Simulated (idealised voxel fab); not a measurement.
You're looking at the process module voxel air gaps.
The figure presents cross-section cut, which has a width of 275 nm and is divided into square cells with an edge length of 5 nm.
How to read a cross-section here: the picture is a grid of square cells, written as bands going from the top down, and any band can span one or more rows of cells.
For a band, the entry starts with two heights in nm, that of the top and then that of the bottom, and carries on with the band's materials in order from left to right, each alongside its width in nm; the word "all across" beside a single material means it fills the band edge to edge, and "blank" means empty space.
Heads up on the height convention: 0 is the point under which the incoming wafer is all one material, and the lowest band has no bottom, it just keeps going down, like "0..down".
The width entry "30->40" should be interpreted row by row: the top row of cells in the band takes the first number, the bottom row takes the second number, and the change between adjacent rows is uniform throughout.
"left unchanged" (step): cross-section cells unchanged, all of them.
Look at "Encapsulated voids" for the closed voids: empty spaces with no open path to the top, sized 8 cells or up. Each is width x height at distance, distance from the left edge, all nm.
On each step's line, the part that comes after the settings is the simulator's own comment on the step.
overlay nm: step with mask; distance mask lay right of planned place; negative value = left of planned place.
**Below is the list of planned process steps**
step 1: RECEIVE, material Si
step 2: CONFORMAL_DEP, material SiO2, thk nm 10
step 3: CONFORMAL_DEP, material SiCN, thk nm 5
step 4: DIRECTIONAL_DEP, material SiO2, thk nm 35
step 5: MASKED_ETCH, tone open, mask id LINES, width nm 15, pitch nm 45, etch materials SiO2, depth nm 35, overlay nm 0
step 6: CONFORMAL_DEP, material TiN, thk nm 5
step 7: FILL_DEP, material Ru, thk nm 5
step 8: CMP, height nm 50
step 9: EPI, material Ru, thk nm 10
step 10: SELECTIVE_ETCH, etch materials SiO2, depth nm 45
step 11: CONFORMAL_DEP, material SiCN, thk nm 5
Across this set of wafers, the varied parameter is the width nm of step 5. Starting conditions are identical for every wafer, and the plan reports the value assigned to the first wafer.
**Sectional view: first of several wafers, as received, after step 1**
> 0..down = Si all across
> Encapsulated voids: none
**Quick key for the table: a row per wafer, taken at the end of the module. For each material it tells you how many cells the wafer gained (+) or lost (-) since it came in, and the closed voids come after**
width nm 15; +60 Ru; +188 SiCN; +110 SiO2; +45 TiN; Encapsulated voids: 20 x 25 at 105; 20 x 25 at 150
width nm 20; +84 Ru; +180 SiCN; +110 SiO2; +48 TiN; Encapsulated voids: 15 x 25 at 105; 15 x 25 at 150
width nm 25; +108 Ru; +136 SiCN; +166 SiO2; +51 TiN; Encapsulated voids: none
width nm 30; +128 Ru; +136 SiCN; +152 SiO2; +54 TiN; Encapsulated voids: none
